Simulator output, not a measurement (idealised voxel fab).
The document below concerns the process module designated voxel capacitor over wiring.
FYI the section here is cut, 265 nm wide, cells are 5 nm squares.
This document writes a cross-section as a grid whose cells are square, and gives it as bands, listed from the top down; one or more rows of cells form a band.
Look at the band entry: it leads with the top's height and the bottom's height in nm. Then it lists the materials left to right, with a width in nm for each. The word "edge to edge" on a single material says that material fills the band edge to edge. The word "air" is empty space.
Heights are expressed relative to 0, this being the level below which the as-received wafer comprises one material exclusively. The lowest band is unbounded in the downward direction and is denoted as in "top 0, no bottom".
Top row gets the first number, bottom row gets the second, and each row in between changes by the same step: that is how a band width like "30..40" works.
Reading "no alterations made" for a step: not a cell of the cross-section changed in it.
"Completely sealed voids" enumerates empty spaces isolated from the top, with no open way to it, that contain at least 8 cells, giving each as width x height at distance from the left edge, all three in nm.
If you see something after the settings on a step's line, that's the simulator's own remark about that step.
Regarding "overlay nm": on a step with a mask, it is the distance the mask lay to the right of its planned place; a negative value places it to the left.

-- These are the steps we planned for the process
step 1: RECEIVE, material Si
step 2: CONFORMAL_DEP, material SiO2, thk nm 15
step 3: CONFORMAL_DEP, material SiCN, thk nm 5
step 4: DIRECTIONAL_DEP, material SiO2, thk nm 15
step 5: MASKED_ETCH, tone open, mask id METAL_1, width nm 25, pitch nm 85, etch materials SiO2, depth nm 15, overlay nm 0
step 6: MASKED_ETCH, tone open, mask id METAL_1, width nm 25, pitch nm 85, etch materials SiCN, depth nm 5, overlay nm 0
step 7: CONFORMAL_DEP, material TiN, thk nm 5
step 8: FILL_DEP, material Ru, thk nm 10
step 9: CMP, height nm 35
step 10: EPI, material Ru, thk nm 5
step 11: FILL_DEP, material SiCN, thk nm 5
step 12: DIRECTIONAL_DEP, material SiO2, thk nm 10
step 13: PATTERN, tone open, mask id PLUG_1, material resist, width nm 15, thk nm 20, overlay nm 0
step 14: DIRECTIONAL_ETCH, etch materials SiO2, depth nm 10
step 15: DIRECTIONAL_ETCH, etch materials SiCN, depth nm 5
step 16: STRIP, etch materials resist
step 17: CONFORMAL_DEP, material TiN, thk nm 5
step 18: FILL_DEP, material Ru, thk nm 5
step 19: CMP, height nm 55
step 20: DIRECTIONAL_DEP, material TiN, thk nm 10
step 21: DIRECTIONAL_DEP, material SiN, thk nm 5
step 22: DIRECTIONAL_DEP, material TiN, thk nm 10
step 23: DIRECTIONAL_DEP, material aC, thk nm 15
step 24: PATTERN, tone cover, mask id UPPER_PLATE, material resist, width nm 65, thk nm 30, overlay nm 0
step 25: DIRECTIONAL_ETCH, etch materials aC, depth nm 15
step 26: STRIP, etch materials resist
step 27: DIRECTIONAL_ETCH, etch materials TiN, depth nm 10
step 28: DIRECTIONAL_ETCH, etch materials SiN, depth nm 5
step 29: STRIP, etch materials aC
step 30: DIRECTIONAL_DEP, material aC, thk nm 10
step 31: PATTERN, tone cover, mask id LOWER_PLATE, material resist, width nm 75, thk nm 30, overlay nm 0
step 32: DIRECTIONAL_ETCH, etch materials aC, depth nm 10
step 33: STRIP, etch materials resist
step 34: DIRECTIONAL_ETCH, etch materials TiN, depth nm 10
step 35: STRIP, etch materials aC
step 36: FILL_DEP, material SiO2, thk nm 15
step 37: CMP, height nm 90
step 38: MASKED_ETCH, tone open, mask id PLUG_2, width nm 15, etch materials SiO2, depth nm 10, overlay nm 0
step 39: CONFORMAL_DEP, material TiN, thk nm 5
step 40: FILL_DEP, material Ru, thk nm 10
step 41: CMP, height nm 90
step 42: CONFORMAL_DEP, material SiCN, thk nm 5
For clarity, it should be stated that the wafers under discussion commence in an identical condition and differ with respect to the width nm of step 13, the plan indicating the value that the first wafer had.

-- Cut through the first of several wafers as received, post step 1
> top 0, no bottom = Si edge to edge
> Completely sealed voids: none

-- Quick key for the table: a row per wafer, taken at the end of the module. For each material it tells you how many cells the wafer gained (+) or lost (-) since it came in, and the closed voids come after
width nm 15; +35 Ru; +185 SiCN; +13 SiN; +684 SiO2; +90 TiN; Completely sealed voids: none
width nm 20; +37 Ru; +184 SiCN; +13 SiN; +682 SiO2; +91 TiN; Completely sealed voids: none
width nm 25; +39 Ru; +183 SiCN; +13 SiN; +680 SiO2; +92 TiN; Completely sealed voids: none
width nm 30; +41 Ru; +182 SiCN; +13 SiN; +678 SiO2; +93 TiN; Completely sealed voids: none
